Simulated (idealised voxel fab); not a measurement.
process module | voxel gate over fins
cross-section cut | 280 nm wide | cells 5 nm
A cross-section is a grid of square cells, given in bands from the top down. A band is one or more rows of cells.
Each band's line starts with the height of the band's top and of its bottom, in nm. Then come its materials from left to right, each with its width in nm. One material with "throughout" fills the band from edge to edge. "air" is empty space.
Height 0 is the level under which the wafer as received is all one material. The lowest band goes on downwards, as in "0 down".
A width such as "30 to 40" changes by the same amount from each row of cells to the next, from the band's top row to its bottom row.
"no change" after a step means that no cell of the cross-section changed.
closed voids: empty space of 8 cells or more with no open way to the top, each as width x height at its distance from the left edge, in nm
after a step's settings: what the simulator itself notes on the step
overlay nm, on a step with a mask: how far to the right of its planned place the mask lay; to the left if negative
Each pair below shows a cross-section before one step and the cross-section after it, down to the lowest band that changed. The line under each pair gives the step between them, with its settings. The pairs can come from different runs of this module on the same starting wafer, so a pair continues from the pair above only where its "before" says so.
before
  0 down: Si throughout
  closed voids: none
after
  5 to 0: SiN throughout
  below 0: unchanged
  closed voids: none
the step between: op CONFORMAL_DEP | material SiN | thk nm 5
before: the cross-section after the pair above
after
  25 to 5: air 110 | resist 15 | air 30 | resist 15 | air 110
  below 5: unchanged
  closed voids: none
the step between: op PATTERN | tone cover | mask id FINS | material resist | width nm 15 | pitch nm 45 | thk nm 20 | overlay nm 0
before: the cross-section after the pair above
after
  25 to 5: air 110 | resist 15 | air 30 | resist 15 | air 110
  5 to 0: air 110 | SiN 15 | air 30 | SiN 15 | air 110
  below 0: unchanged
  closed voids: none
the step between: op DIRECTIONAL_ETCH | etch materials SiN | depth nm 5
before: the cross-section after the pair above
after
  25 to 5: air 110 | resist 15 | air 30 | resist 15 | air 110
  5 to 0: air 110 | SiN 15 | air 30 | SiN 15 | air 110
  0 to -35: air 110 | Si 15 | air 30 | Si 15 | air 110
  below -35: unchanged
  closed voids: none
the step between: op DIRECTIONAL_ETCH | etch materials Si | depth nm 35
before: the cross-section after the pair above
after
  5 to 0: air 110 | SiN 15 | air 30 | SiN 15 | air 110
  below 0: unchanged
  closed voids: none
the step between: op STRIP | etch materials resist
before: the cross-section after the pair above
after
  20 to 5: SiO2 throughout
  5 to 0: SiO2 110 | SiN 15 | SiO2 30 | SiN 15 | SiO2 110
  0 to -35: SiO2 110 | Si 15 | SiO2 30 | Si 15 | SiO2 110
  below -35: unchanged
  closed voids: none
the step between: op FILL_DEP | material SiO2 | thk nm 15
before: the cross-section after the pair above
after
  5 to 0: SiO2 110 | SiN 15 | SiO2 30 | SiN 15 | SiO2 110
  below 0: unchanged
  closed voids: none
the step between: op CMP | height nm 5
before: the cross-section after the pair above
after
  5 to 0: air 110 | SiN 15 | air 30 | SiN 15 | air 110
  0 to -15: air 110 | Si 15 | air 30 | Si 15 | air 110
  below -15: unchanged
  closed voids: none
the step between: op SELECTIVE_ETCH | etch materials SiO2 | depth nm 20
before: the cross-section after the pair above
after
  0 to -15: air 110 | Si 15 | air 30 | Si 15 | air 110
  below -15: unchanged
  closed voids: none
the step between: op STRIP | etch materials SiN
before: the cross-section after the pair above
after
  5 to 0: air 105 | HfO2 25 | air 20 | HfO2 25 | air 105
  0 to -10: air 105 | HfO2 5 | Si 15 | HfO2 5 | air 20 | HfO2 5 | Si 15 | HfO2 5 | air 105
  -10 to -15: HfO2 110 | Si 15 | HfO2 30 | Si 15 | HfO2 110
  below -15: unchanged
  closed voids: none
the step between: op CONFORMAL_DEP | material HfO2 | thk nm 5
before: the cross-section after the pair above
after
  10 to 5: air 100 | TiN 35 | air 10 | TiN 35 | air 100
  5 to 0: air 100 | TiN 5 | HfO2 25 | TiN 5 | air 10 | TiN 5 | HfO2 25 | TiN 5 | air 100
  0 to -5: air 100 | TiN 5 | HfO2 5 | Si 15 | HfO2 5 | TiN 5 | air 10 | TiN 5 | HfO2 5 | Si 15 | HfO2 5 | TiN 5 | air 100
  -5 to -10: TiN 105 | HfO2 5 | Si 15 | HfO2 5 | TiN 20 | HfO2 5 | Si 15 | HfO2 5 | TiN 105
  below -10: unchanged
  closed voids: none
the step between: op CONFORMAL_DEP | material TiN | thk nm 5
before: the cross-section after the pair above
after
  15 to 10: air 95 | TiAl 90 | air 95
  10 to 5: air 95 | TiAl 5 | TiN 35 | TiAl 10 | TiN 35 | TiAl 5 | air 95
  5 to 0: air 95 | TiAl 5 | TiN 5 | HfO2 25 | TiN 5 | TiAl 10 | TiN 5 | HfO2 25 | TiN 5 | TiAl 5 | air 95
  0 to -5: TiAl 100 | TiN 5 | HfO2 5 | Si 15 | HfO2 5 | TiN 5 | TiAl 10 | TiN 5 | HfO2 5 | Si 15 | HfO2 5 | TiN 5 | TiAl 100
  below -5: unchanged
  closed voids: none
the step between: op CONFORMAL_DEP | material TiAl | thk nm 5
before: the cross-section after the pair above
after
  20 to 15: air 90 | TiN 100 | air 90
  15 to 10: air 90 | TiN 5 | TiAl 90 | TiN 5 | air 90
  10 to 5: air 90 | TiN 5 | TiAl 5 | TiN 35 | TiAl 10 | TiN 35 | TiAl 5 | TiN 5 | air 90
  5 to 0: TiN 95 | TiAl 5 | TiN 5 | HfO2 25 | TiN 5 | TiAl 10 | TiN 5 | HfO2 25 | TiN 5 | TiAl 5 | TiN 95
  below 0: unchanged
  closed voids: none
the step between: op CONFORMAL_DEP | material TiN | thk nm 5
before: the cross-section after the pair above
after
  30 to 20: W throughout
  20 to 15: W 90 | TiN 100 | W 90
  15 to 10: W 90 | TiN 5 | TiAl 90 | TiN 5 | W 90
  10 to 5: W 90 | TiN 5 | TiAl 5 | TiN 35 | TiAl 10 | TiN 35 | TiAl 5 | TiN 5 | W 90
  below 5: unchanged
  closed voids: none
the step between: op FILL_DEP | material W | thk nm 10
before: the cross-section after the pair above
after
  25 to 20: W throughout
  below 20: unchanged
  closed voids: none
the step between: op CMP | height nm 25
before: the cross-section after the pair above
after
  35 to 25: SiN throughout
  below 25: unchanged
  closed voids: none
the step between: op CONFORMAL_DEP | material SiN | thk nm 10
before
  10 to 5: air 100 | TiN 35 | air 10 | TiN 35 | air 100
  5 to 0: air 100 | TiN 5 | HfO2 25 | TiN 5 | air 10 | TiN 5 | HfO2 25 | TiN 5 | air 100
  0 to -5: air 100 | TiN 5 | HfO2 5 | Si 15 | HfO2 5 | TiN 5 | air 10 | TiN 5 | HfO2 5 | Si 15 | HfO2 5 | TiN 5 | air 100
  -5 to -10: TiN 105 | HfO2 5 | Si 15 | HfO2 5 | TiN 20 | HfO2 5 | Si 15 | HfO2 5 | TiN 105
  -10 to -15: HfO2 110 | Si 15 | HfO2 30 | Si 15 | HfO2 110
  -15 to -35: SiO2 110 | Si 15 | SiO2 30 | Si 15 | SiO2 110
  -35 down: Si throughout
  closed voids: none
after
  15 to 5: air 95 | TiN 90 | air 95
  5 to 0: air 95 | TiN 10 | HfO2 25 | TiN 20 | HfO2 25 | TiN 10 | air 95
  0 to -10: TiN 105 | HfO2 5 | Si 15 | HfO2 5 | TiN 20 | HfO2 5 | Si 15 | HfO2 5 | TiN 105
  below -10: unchanged
  closed voids: none
the step between: op CONFORMAL_DEP | material TiN | thk nm 5
before: the cross-section after the pair above
after
  25 to 15: W throughout
  15 to 5: W 95 | TiN 90 | W 95
  5 to 0: W 95 | TiN 10 | HfO2 25 | TiN 20 | HfO2 25 | TiN 10 | W 95
  below 0: unchanged
  closed voids: none
the step between: op FILL_DEP | material W | thk nm 10
before: the cross-section after the pair above
after
  35 to 25: SiN throughout
  below 25: unchanged
  closed voids: none
the step between: op CONFORMAL_DEP | material SiN | thk nm 10
before
  25 to 5: air 110 | resist 15 | air 30 | resist 15 | air 110
  5 to 0: air 110 | SiN 15 | air 30 | SiN 15 | air 110
  0 to -35: air 110 | Si 15 | air 30 | Si 15 | air 110
  -35 down: Si throughout
  closed voids: none
after
  25 to 5: air 110 | resist 15 | air 30 | resist 15 | air 110
  5 to 0: air 110 | SiN 15 | air 30 | SiN 15 | air 110
  0 to -70: air 110 | Si 15 | air 30 | Si 15 | air 110
  below -70: unchanged
  closed voids: none
the step between: op DIRECTIONAL_ETCH | etch materials Si | depth nm 35
before: the cross-section after the pair above
after
  5 to 0: air 110 | SiN 15 | air 30 | SiN 15 | air 110
  below 0: unchanged
  closed voids: none
the step between: op STRIP | etch materials resist
before: the cross-section after the pair above
after
  20 to 5: SiO2 throughout
  5 to 0: SiO2 110 | SiN 15 | SiO2 30 | SiN 15 | SiO2 110
  0 to -70: SiO2 110 | Si 15 | SiO2 30 | Si 15 | SiO2 110
  below -70: unchanged
  closed voids: none
the step between: op FILL_DEP | material SiO2 | thk nm 15
before: the cross-section after the pair above
after
  5 to 0: SiO2 110 | SiN 15 | SiO2 30 | SiN 15 | SiO2 110
  below 0: unchanged
  closed voids: none
the step between: op CMP | height nm 5
before: the cross-section after the pair above
after
  5 to 0: air 110 | SiN 15 | air 30 | SiN 15 | air 110
  0 to -15: air 110 | Si 15 | air 30 | Si 15 | air 110
  below -15: unchanged
  closed voids: none
the step between: op SELECTIVE_ETCH | etch materials SiO2 | depth nm 20
before: the cross-section after the pair above
after
  0 to -15: air 110 | Si 15 | air 30 | Si 15 | air 110
  below -15: unchanged
  closed voids: none
the step between: op STRIP | etch materials SiN
before: the cross-section after the pair above
after
  5 to 0: air 105 | HfO2 25 | air 20 | HfO2 25 | air 105
  0 to -10: air 105 | HfO2 5 | Si 15 | HfO2 5 | air 20 | HfO2 5 | Si 15 | HfO2 5 | air 105
  -10 to -15: HfO2 110 | Si 15 | HfO2 30 | Si 15 | HfO2 110
  below -15: unchanged
  closed voids: none
the step between: op CONFORMAL_DEP | material HfO2 | thk nm 5
before: the cross-section after the pair above
after
  10 to 5: air 100 | TiN 35 | air 10 | TiN 35 | air 100
  5 to 0: air 100 | TiN 5 | HfO2 25 | TiN 5 | air 10 | TiN 5 | HfO2 25 | TiN 5 | air 100
  0 to -5: air 100 | TiN 5 | HfO2 5 | Si 15 | HfO2 5 | TiN 5 | air 10 | TiN 5 | HfO2 5 | Si 15 | HfO2 5 | TiN 5 | air 100
  -5 to -10: TiN 105 | HfO2 5 | Si 15 | HfO2 5 | TiN 20 | HfO2 5 | Si 15 | HfO2 5 | TiN 105
  below -10: unchanged
  closed voids: none
the step between: op CONFORMAL_DEP | material TiN | thk nm 5
before: the cross-section after the pair above
after
  15 to 10: air 95 | TiAl 90 | air 95
  10 to 5: air 95 | TiAl 5 | TiN 35 | TiAl 10 | TiN 35 | TiAl 5 | air 95
  5 to 0: air 95 | TiAl 5 | TiN 5 | HfO2 25 | TiN 5 | TiAl 10 | TiN 5 | HfO2 25 | TiN 5 | TiAl 5 | air 95
  0 to -5: TiAl 100 | TiN 5 | HfO2 5 | Si 15 | HfO2 5 | TiN 5 | TiAl 10 | TiN 5 | HfO2 5 | Si 15 | HfO2 5 | TiN 5 | TiAl 100
  below -5: unchanged
  closed voids: none
the step between: op CONFORMAL_DEP | material TiAl | thk nm 5
before: the cross-section after the pair above
after
  20 to 15: air 90 | TiN 100 | air 90
  15 to 10: air 90 | TiN 5 | TiAl 90 | TiN 5 | air 90
  10 to 5: air 90 | TiN 5 | TiAl 5 | TiN 35 | TiAl 10 | TiN 35 | TiAl 5 | TiN 5 | air 90
  5 to 0: TiN 95 | TiAl 5 | TiN 5 | HfO2 25 | TiN 5 | TiAl 10 | TiN 5 | HfO2 25 | TiN 5 | TiAl 5 | TiN 95
  below 0: unchanged
  closed voids: none
the step between: op CONFORMAL_DEP | material TiN | thk nm 5
before: the cross-section after the pair above
after
  30 to 20: W throughout
  20 to 15: W 90 | TiN 100 | W 90
  15 to 10: W 90 | TiN 5 | TiAl 90 | TiN 5 | W 90
  10 to 5: W 90 | TiN 5 | TiAl 5 | TiN 35 | TiAl 10 | TiN 35 | TiAl 5 | TiN 5 | W 90
  below 5: unchanged
  closed voids: none
the step between: op FILL_DEP | material W | thk nm 10
before: the cross-section after the pair above
after
  25 to 20: W throughout
  below 20: unchanged
  closed voids: none
the step between: op CMP | height nm 25
before: the cross-section after the pair above
after
  35 to 25: SiN throughout
  below 25: unchanged
  closed voids: none
the step between: op CONFORMAL_DEP | material SiN | thk nm 10
before
  5 to 0: air 105 | HfO2 25 | air 20 | HfO2 25 | air 105
  0 to -10: air 105 | HfO2 5 | Si 15 | HfO2 5 | air 20 | HfO2 5 | Si 15 | HfO2 5 | air 105
  -10 to -15: HfO2 110 | Si 15 | HfO2 30 | Si 15 | HfO2 110
  -15 to -35: SiO2 110 | Si 15 | SiO2 30 | Si 15 | SiO2 110
  -35 down: Si throughout
  closed voids: none
after
  10 to 5: air 100 | TiAl 35 | air 10 | TiAl 35 | air 100
  5 to 0: air 100 | TiAl 5 | HfO2 25 | TiAl 5 | air 10 | TiAl 5 | HfO2 25 | TiAl 5 | air 100
  0 to -5: air 100 | TiAl 5 | HfO2 5 | Si 15 | HfO2 5 | TiAl 5 | air 10 | TiAl 5 | HfO2 5 | Si 15 | HfO2 5 | TiAl 5 | air 100
  -5 to -10: TiAl 105 | HfO2 5 | Si 15 | HfO2 5 | TiAl 20 | HfO2 5 | Si 15 | HfO2 5 | TiAl 105
  below -10: unchanged
  closed voids: none
the step between: op CONFORMAL_DEP | material TiAl | thk nm 5
before: the cross-section after the pair above
after
  15 to 10: air 95 | TiN 90 | air 95
  10 to 5: air 95 | TiN 5 | TiAl 35 | TiN 10 | TiAl 35 | TiN 5 | air 95
  5 to 0: air 95 | TiN 5 | TiAl 5 | HfO2 25 | TiAl 5 | TiN 10 | TiAl 5 | HfO2 25 | TiAl 5 | TiN 5 | air 95
  0 to -5: TiN 100 | TiAl 5 | HfO2 5 | Si 15 | HfO2 5 | TiAl 5 | TiN 10 | TiAl 5 | HfO2 5 | Si 15 | HfO2 5 | TiAl 5 | TiN 100
  below -5: unchanged
  closed voids: none
the step between: op CONFORMAL_DEP | material TiN | thk nm 5
before: the cross-section after the pair above
after
  20 to 10: air 90 | TiN 100 | air 90
  10 to 5: air 90 | TiN 10 | TiAl 35 | TiN 10 | TiAl 35 | TiN 10 | air 90
  5 to 0: TiN 100 | TiAl 5 | HfO2 25 | TiAl 5 | TiN 10 | TiAl 5 | HfO2 25 | TiAl 5 | TiN 100
  below 0: unchanged
  closed voids: none
the step between: op CONFORMAL_DEP | material TiN | thk nm 5
before: the cross-section after the pair above
after
  30 to 20: W throughout
  20 to 10: W 90 | TiN 100 | W 90
  10 to 5: W 90 | TiN 10 | TiAl 35 | TiN 10 | TiAl 35 | TiN 10 | W 90
  below 5: unchanged
  closed voids: none
the step between: op FILL_DEP | material W | thk nm 10
before: the cross-section after the pair above
after
  25 to 20: W throughout
  below 20: unchanged
  closed voids: none
the step between: op CMP | height nm 25
before: the cross-section after the pair above
after
  35 to 25: SiN throughout
  below 25: unchanged
  closed voids: none
the step between: op CONFORMAL_DEP | material SiN | thk nm 10
before
  25 to 20: W throughout
  20 to 15: W 90 | TiN 100 | W 90
  15 to 10: W 90 | TiN 5 | TiAl 90 | TiN 5 | W 90
  10 to 5: W 90 | TiN 5 | TiAl 5 | TiN 35 | TiAl 10 | TiN 35 | TiAl 5 | TiN 5 | W 90
  5 to 0: TiN 95 | TiAl 5 | TiN 5 | HfO2 25 | TiN 5 | TiAl 10 | TiN 5 | HfO2 25 | TiN 5 | TiAl 5 | TiN 95
  0 to -5: TiAl 100 | TiN 5 | HfO2 5 | Si 15 | HfO2 5 | TiN 5 | TiAl 10 | TiN 5 | HfO2 5 | Si 15 | HfO2 5 | TiN 5 | TiAl 100
  -5 to -10: TiN 105 | HfO2 5 | Si 15 | HfO2 5 | TiN 20 | HfO2 5 | Si 15 | HfO2 5 | TiN 105
  -10 to -15: HfO2 110 | Si 15 | HfO2 30 | Si 15 | HfO2 110
  -15 to -35: SiO2 110 | Si 15 | SiO2 30 | Si 15 | SiO2 110
  -35 down: Si throughout
  closed voids: none
after
  30 to 25: SiN throughout
  below 25: unchanged
  closed voids: none
the step between: op CONFORMAL_DEP | material SiN | thk nm 5
before
  5 to 0: SiN throughout
  0 down: Si throughout
  closed voids: none
after
  25 to 5: air 110 | resist 20 | air 25 | resist 20 | air 105
  below 5: unchanged
  closed voids: none
the step between: op PATTERN | tone cover | mask id FINS | material resist | width nm 20 | pitch nm 45 | thk nm 20 | overlay nm 0
before: the cross-section after the pair above
after
  25 to 5: air 110 | resist 20 | air 25 | resist 20 | air 105
  5 to 0: air 110 | SiN 20 | air 25 | SiN 20 | air 105
  below 0: unchanged
  closed voids: none
the step between: op DIRECTIONAL_ETCH | etch materials SiN | depth nm 5
before: the cross-section after the pair above
after
  25 to 5: air 110 | resist 20 | air 25 | resist 20 | air 105
  5 to 0: air 110 | SiN 20 | air 25 | SiN 20 | air 105
  0 to -35: air 110 | Si 20 | air 25 | Si 20 | air 105
  below -35: unchanged
  closed voids: none
the step between: op DIRECTIONAL_ETCH | etch materials Si | depth nm 35
before: the cross-section after the pair above
after
  5 to 0: air 110 | SiN 20 | air 25 | SiN 20 | air 105
  below 0: unchanged
  closed voids: none
the step between: op STRIP | etch materials resist
before: the cross-section after the pair above
after
  20 to 5: SiO2 throughout
  5 to 0: SiO2 110 | SiN 20 | SiO2 25 | SiN 20 | SiO2 105
  0 to -35: SiO2 110 | Si 20 | SiO2 25 | Si 20 | SiO2 105
  below -35: unchanged
  closed voids: none
the step between: op FILL_DEP | material SiO2 | thk nm 15
before: the cross-section after the pair above
after
  5 to 0: SiO2 110 | SiN 20 | SiO2 25 | SiN 20 | SiO2 105
  below 0: unchanged
  closed voids: none
the step between: op CMP | height nm 5
before: the cross-section after the pair above
after
  5 to 0: air 110 | SiN 20 | air 25 | SiN 20 | air 105
  0 to -15: air 110 | Si 20 | air 25 | Si 20 | air 105
  below -15: unchanged
  closed voids: none
the step between: op SELECTIVE_ETCH | etch materials SiO2 | depth nm 20
before: the cross-section after the pair above
after
  0 to -15: air 110 | Si 20 | air 25 | Si 20 | air 105
  below -15: unchanged
  closed voids: none
the step between: op STRIP | etch materials SiN
before: the cross-section after the pair above
after
  5 to 0: air 105 | HfO2 30 | air 15 | HfO2 30 | air 100
  0 to -10: air 105 | HfO2 5 | Si 20 | HfO2 5 | air 15 | HfO2 5 | Si 20 | HfO2 5 | air 100
  -10 to -15: HfO2 110 | Si 20 | HfO2 25 | Si 20 | HfO2 105
  below -15: unchanged
  closed voids: none
the step between: op CONFORMAL_DEP | material HfO2 | thk nm 5
before: the cross-section after the pair above
after
  10 to 5: air 100 | TiN 40 | air 5 | TiN 40 | air 95
  5 to 0: air 100 | TiN 5 | HfO2 30 | TiN 5 | air 5 | TiN 5 | HfO2 30 | TiN 5 | air 95
  0 to -5: air 100 | TiN 5 | HfO2 5 | Si 20 | HfO2 5 | TiN 5 | air 5 | TiN 5 | HfO2 5 | Si 20 | HfO2 5 | TiN 5 | air 95
  -5 to -10: TiN 105 | HfO2 5 | Si 20 | HfO2 5 | TiN 15 | HfO2 5 | Si 20 | HfO2 5 | TiN 100
  below -10: unchanged
  closed voids: none
the step between: op CONFORMAL_DEP | material TiN | thk nm 5
before: the cross-section after the pair above
after
  15 to 10: air 95 | TiAl 95 | air 90
  10 to 5: air 95 | TiAl 5 | TiN 40 | TiAl 5 | TiN 40 | TiAl 5 | air 90
  5 to 0: air 95 | TiAl 5 | TiN 5 | HfO2 30 | TiN 5 | TiAl 5 | TiN 5 | HfO2 30 | TiN 5 | TiAl 5 | air 90
  0 to -5: TiAl 100 | TiN 5 | HfO2 5 | Si 20 | HfO2 5 | TiN 5 | TiAl 5 | TiN 5 | HfO2 5 | Si 20 | HfO2 5 | TiN 5 | TiAl 95
  below -5: unchanged
  closed voids: none
the step between: op CONFORMAL_DEP | material TiAl | thk nm 5
before: the cross-section after the pair above
after
  20 to 15: air 90 | TiN 105 | air 85
  15 to 10: air 90 | TiN 5 | TiAl 95 | TiN 5 | air 85
  10 to 5: air 90 | TiN 5 | TiAl 5 | TiN 40 | TiAl 5 | TiN 40 | TiAl 5 | TiN 5 | air 85
  5 to 0: TiN 95 | TiAl 5 | TiN 5 | HfO2 30 | TiN 5 | TiAl 5 | TiN 5 | HfO2 30 | TiN 5 | TiAl 5 | TiN 90
  below 0: unchanged
  closed voids: none
the step between: op CONFORMAL_DEP | material TiN | thk nm 5
before: the cross-section after the pair above
after
  30 to 20: W throughout
  20 to 15: W 90 | TiN 105 | W 85
  15 to 10: W 90 | TiN 5 | TiAl 95 | TiN 5 | W 85
  10 to 5: W 90 | TiN 5 | TiAl 5 | TiN 40 | TiAl 5 | TiN 40 | TiAl 5 | TiN 5 | W 85
  below 5: unchanged
  closed voids: none
the step between: op FILL_DEP | material W | thk nm 10
before: the cross-section after the pair above
after
  25 to 20: W throughout
  below 20: unchanged
  closed voids: none
the step between: op CMP | height nm 25
before: the cross-section after the pair above
after
  35 to 25: SiN throughout
  below 25: unchanged
  closed voids: none
the step between: op CONFORMAL_DEP | material SiN | thk nm 10
before
  5 to 0: SiN throughout
  0 down: Si throughout
  closed voids: none
after
  25 to 5: air 105 | resist 15 | air 30 | resist 15 | air 115
  below 5: unchanged
  closed voids: none
the step between: op PATTERN | tone cover | mask id FINS | material resist | width nm 15 | pitch nm 45 | thk nm 20 | overlay nm -5
before: the cross-section after the pair above
after
  25 to 5: air 105 | resist 15 | air 30 | resist 15 | air 115
  5 to 0: air 105 | SiN 15 | air 30 | SiN 15 | air 115
  below 0: unchanged
  closed voids: none
the step between: op DIRECTIONAL_ETCH | etch materials SiN | depth nm 5
before: the cross-section after the pair above
after
  25 to 5: air 105 | resist 15 | air 30 | resist 15 | air 115
  5 to 0: air 105 | SiN 15 | air 30 | SiN 15 | air 115
  0 to -35: air 105 | Si 15 | air 30 | Si 15 | air 115
  below -35: unchanged
  closed voids: none
the step between: op DIRECTIONAL_ETCH | etch materials Si | depth nm 35
before: the cross-section after the pair above
after
  5 to 0: air 105 | SiN 15 | air 30 | SiN 15 | air 115
  below 0: unchanged
  closed voids: none
the step between: op STRIP | etch materials resist
before: the cross-section after the pair above
after
  20 to 5: SiO2 throughout
  5 to 0: SiO2 105 | SiN 15 | SiO2 30 | SiN 15 | SiO2 115
  0 to -35: SiO2 105 | Si 15 | SiO2 30 | Si 15 | SiO2 115
  below -35: unchanged
  closed voids: none
the step between: op FILL_DEP | material SiO2 | thk nm 15
before: the cross-section after the pair above
after
  5 to 0: SiO2 105 | SiN 15 | SiO2 30 | SiN 15 | SiO2 115
  below 0: unchanged
  closed voids: none
the step between: op CMP | height nm 5
before: the cross-section after the pair above
after
  5 to 0: air 105 | SiN 15 | air 30 | SiN 15 | air 115
  0 to -15: air 105 | Si 15 | air 30 | Si 15 | air 115
  below -15: unchanged
  closed voids: none
the step between: op SELECTIVE_ETCH | etch materials SiO2 | depth nm 20
before: the cross-section after the pair above
after
  0 to -15: air 105 | Si 15 | air 30 | Si 15 | air 115
  below -15: unchanged
  closed voids: none
the step between: op STRIP | etch materials SiN
before: the cross-section after the pair above
after
  5 to 0: air 100 | HfO2 25 | air 20 | HfO2 25 | air 110
  0 to -10: air 100 | HfO2 5 | Si 15 | HfO2 5 | air 20 | HfO2 5 | Si 15 | HfO2 5 | air 110
  -10 to -15: HfO2 105 | Si 15 | HfO2 30 | Si 15 | HfO2 115
  below -15: unchanged
  closed voids: none
the step between: op CONFORMAL_DEP | material HfO2 | thk nm 5
before: the cross-section after the pair above
after
  10 to 5: air 95 | TiN 35 | air 10 | TiN 35 | air 105
  5 to 0: air 95 | TiN 5 | HfO2 25 | TiN 5 | air 10 | TiN 5 | HfO2 25 | TiN 5 | air 105
  0 to -5: air 95 | TiN 5 | HfO2 5 | Si 15 | HfO2 5 | TiN 5 | air 10 | TiN 5 | HfO2 5 | Si 15 | HfO2 5 | TiN 5 | air 105
  -5 to -10: TiN 100 | HfO2 5 | Si 15 | HfO2 5 | TiN 20 | HfO2 5 | Si 15 | HfO2 5 | TiN 110
  below -10: unchanged
  closed voids: none
the step between: op CONFORMAL_DEP | material TiN | thk nm 5
before: the cross-section after the pair above
after
  15 to 10: air 90 | TiAl 90 | air 100
  10 to 5: air 90 | TiAl 5 | TiN 35 | TiAl 10 | TiN 35 | TiAl 5 | air 100
  5 to 0: air 90 | TiAl 5 | TiN 5 | HfO2 25 | TiN 5 | TiAl 10 | TiN 5 | HfO2 25 | TiN 5 | TiAl 5 | air 100
  0 to -5: TiAl 95 | TiN 5 | HfO2 5 | Si 15 | HfO2 5 | TiN 5 | TiAl 10 | TiN 5 | HfO2 5 | Si 15 | HfO2 5 | TiN 5 | TiAl 105
  below -5: unchanged
  closed voids: none
the step between: op CONFORMAL_DEP | material TiAl | thk nm 5
before: the cross-section after the pair above
after
  20 to 15: air 85 | TiN 100 | air 95
  15 to 10: air 85 | TiN 5 | TiAl 90 | TiN 5 | air 95
  10 to 5: air 85 | TiN 5 | TiAl 5 | TiN 35 | TiAl 10 | TiN 35 | TiAl 5 | TiN 5 | air 95
  5 to 0: TiN 90 | TiAl 5 | TiN 5 | HfO2 25 | TiN 5 | TiAl 10 | TiN 5 | HfO2 25 | TiN 5 | TiAl 5 | TiN 100
  below 0: unchanged
  closed voids: none
the step between: op CONFORMAL_DEP | material TiN | thk nm 5
before: the cross-section after the pair above
after
  30 to 20: W throughout
  20 to 15: W 85 | TiN 100 | W 95
  15 to 10: W 85 | TiN 5 | TiAl 90 | TiN 5 | W 95
  10 to 5: W 85 | TiN 5 | TiAl 5 | TiN 35 | TiAl 10 | TiN 35 | TiAl 5 | TiN 5 | W 95
  below 5: unchanged
  closed voids: none
the step between: op FILL_DEP | material W | thk nm 10
before: the cross-section after the pair above
after
  25 to 20: W throughout
  below 20: unchanged
  closed voids: none
the step between: op CMP | height nm 25
before: the cross-section after the pair above
after
  35 to 25: SiN throughout
  below 25: unchanged
  closed voids: none
the step between: op CONFORMAL_DEP | material SiN | thk nm 10
before
  0 down: Si throughout
  closed voids: none
after
  5 to 0: HfO2 throughout
  below 0: unchanged
  closed voids: none
the step between: op CONFORMAL_DEP | material HfO2 | thk nm 5
before: the cross-section after the pair above
after
  25 to 5: air 110 | resist 15 | air 30 | resist 15 | air 110
  below 5: unchanged
  closed voids: none
the step between: op PATTERN | tone cover | mask id FINS | material resist | width nm 15 | pitch nm 45 | thk nm 20 | overlay nm 0
before: the cross-section after the pair above
after
  5 to 0: HfO2 throughout
  below 0: unchanged
  closed voids: none
the step between: op STRIP | etch materials resist
before: the cross-section after the pair above
after
  20 to 5: SiO2 throughout
  below 5: unchanged
  closed voids: none
the step between: op FILL_DEP | material SiO2 | thk nm 15
before: the cross-section after the pair above
after
  5 to 0: HfO2 throughout
  below 0: unchanged
  closed voids: none
the step between: op CMP | height nm 5
before: the cross-section after the pair above
after
  10 to 0: HfO2 throughout
  below 0: unchanged
  closed voids: none
the step between: op CONFORMAL_DEP | material HfO2 | thk nm 5
before: the cross-section after the pair above
after
  15 to 10: TiN throughout
  below 10: unchanged
  closed voids: none
the step between: op CONFORMAL_DEP | material TiN | thk nm 5
before: the cross-section after the pair above
after
  20 to 15: TiAl throughout
  below 15: unchanged
  closed voids: none
the step between: op CONFORMAL_DEP | material TiAl | thk nm 5
before: the cross-section after the pair above
after
  25 to 20: TiN throughout
  below 20: unchanged
  closed voids: none
the step between: op CONFORMAL_DEP | material TiN | thk nm 5
before: the cross-section after the pair above
after
  35 to 25: W throughout
  below 25: unchanged
  closed voids: none
the step between: op FILL_DEP | material W | thk nm 10
before: the cross-section after the pair above
after
  25 to 20: TiN throughout
  below 20: unchanged
  closed voids: none
the step between: op CMP | height nm 25
before: the cross-section after the pair above
after
  35 to 25: SiN throughout
  below 25: unchanged
  closed voids: none
the step between: op CONFORMAL_DEP | material SiN | thk nm 10
before
  5 to 0: SiN throughout
  0 down: Si throughout
  closed voids: none
after
  25 to 5: resist 110 | air 15 | resist 30 | air 15 | resist 110
  below 5: unchanged
  closed voids: none
the step between: op PATTERN | tone open | mask id FINS | material resist | width nm 15 | pitch nm 45 | thk nm 20 | overlay nm 0
before: the cross-section after the pair above
after
  25 to 5: resist 110 | air 15 | resist 30 | air 15 | resist 110
  5 to 0: SiN 110 | air 15 | SiN 30 | air 15 | SiN 110
  below 0: unchanged
  closed voids: none
the step between: op DIRECTIONAL_ETCH | etch materials SiN | depth nm 5
before: the cross-section after the pair above
after
  25 to 5: resist 110 | air 15 | resist 30 | air 15 | resist 110
  5 to 0: SiN 110 | air 15 | SiN 30 | air 15 | SiN 110
  0 to -35: Si 110 | air 15 | Si 30 | air 15 | Si 110
  below -35: unchanged
  closed voids: none
the step between: op DIRECTIONAL_ETCH | etch materials Si | depth nm 35
before: the cross-section after the pair above
after
  5 to 0: SiN 110 | air 15 | SiN 30 | air 15 | SiN 110
  below 0: unchanged
  closed voids: none
the step between: op STRIP | etch materials resist
before: the cross-section after the pair above
after
  20 to 5: SiO2 throughout
  5 to 0: SiN 110 | SiO2 15 | SiN 30 | SiO2 15 | SiN 110
  0 to -35: Si 110 | SiO2 15 | Si 30 | SiO2 15 | Si 110
  below -35: unchanged
  closed voids: none
the step between: op FILL_DEP | material SiO2 | thk nm 15
before: the cross-section after the pair above
after
  5 to 0: SiN 110 | SiO2 15 | SiN 30 | SiO2 15 | SiN 110
  below 0: unchanged
  closed voids: none
the step between: op CMP | height nm 5
before: the cross-section after the pair above
after
  5 to 0: SiN 110 | air 15 | SiN 30 | air 15 | SiN 110
  0 to -15: Si 110 | air 15 | Si 30 | air 15 | Si 110
  below -15: unchanged
  closed voids: none
the step between: op SELECTIVE_ETCH | etch materials SiO2 | depth nm 20
before: the cross-section after the pair above
after
  0 to -15: Si 110 | air 15 | Si 30 | air 15 | Si 110
  below -15: unchanged
  closed voids: none
the step between: op STRIP | etch materials SiN
before: the cross-section after the pair above
after
  5 to 0: HfO2 115 | air 5 | HfO2 40 | air 5 | HfO2 115
  0 to -10: Si 110 | HfO2 5 | air 5 | HfO2 5 | Si 30 | HfO2 5 | air 5 | HfO2 5 | Si 110
  -10 to -15: Si 110 | HfO2 15 | Si 30 | HfO2 15 | Si 110
  below -15: unchanged
  closed voids: none
the step between: op CONFORMAL_DEP | material HfO2 | thk nm 5
